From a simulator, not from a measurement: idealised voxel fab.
process module | voxel ribs on slabs
cross-section cut | 280 nm wide | cells 5 nm
A cross-section is a grid of square cells, given in bands from the top down. A band is one or more rows of cells.
Each band's line starts with the height of the band's top and of its bottom, in nm. Then come its materials from left to right, each with its width in nm. One material with "throughout" fills the band from edge to edge. "air" is empty space.
Height 0 is the level under which the wafer as received is all one material. The lowest band goes on downwards, as in "0 down".
A width such as "30 to 40" changes by the same amount from each row of cells to the next, from the band's top row to its bottom row.
"no change" after a step means that no cell of the cross-section changed.
closed voids: empty space of 8 cells or more with no open way to the top, each as width x height at its distance from the left edge, in nm
after a step's settings: what the simulator itself notes on the step
overlay nm, on a step with a mask: how far to the right of its planned place the mask lay; to the left if negative
plan
1 op RECEIVE | material Si
2 op DIRECTIONAL_DEP | material SiO2 | thk nm 25
3 op DIRECTIONAL_DEP | material SiN | thk nm 25
4 op DIRECTIONAL_DEP | material aC | thk nm 15
5 op PATTERN | tone cover | mask id RIB | material resist | width nm 30 | thk nm 35 | overlay nm 0
6 op DIRECTIONAL_ETCH | etch materials aC | depth nm 15
7 op STRIP | etch materials resist
8 op DIRECTIONAL_ETCH | etch materials SiN | depth nm 10
9 op STRIP | etch materials aC
10 op DIRECTIONAL_DEP | material aC | thk nm 10
11 op PATTERN | tone cover | mask id SLAB | material resist | width nm 90 | thk nm 25 | overlay nm 0
12 op DIRECTIONAL_ETCH | etch materials aC | depth nm 10
13 op STRIP | etch materials resist
14 op DIRECTIONAL_ETCH | etch materials SiN | depth nm 15
15 op STRIP | etch materials aC
16 op FILL_DEP | material SiO2 | thk nm 25
17 op CMP | height nm 65
18 op DIRECTIONAL_DEP | material TiN | thk nm 5
19 op DIRECTIONAL_DEP | material aC | thk nm 15
20 op PATTERN | tone cover | mask id HEATER | material resist | width nm 40 | thk nm 35 | overlay nm 0
21 op DIRECTIONAL_ETCH | etch materials aC | depth nm 15
22 op STRIP | etch materials resist
23 op DIRECTIONAL_ETCH | etch materials TiN | depth nm 5
24 op STRIP | etch materials aC
25 op CONFORMAL_DEP | material SiO2 | thk nm 10
as received, after step 1
  0 down: Si throughout
  closed voids: none
a wafer at the end: this start, this plan, one mistake
  80 to 75: air 110 | SiO2 60 | air 110
  75 to 70: SiO2 throughout
  70 to 65: SiO2 120 | TiN 40 | SiO2 120
  65 to 50: SiO2 95 | SiN 90 | SiO2 95
  50 to 0: SiO2 throughout
  0 down: Si throughout
  closed voids: none
what went wrong: step 2 was run twice
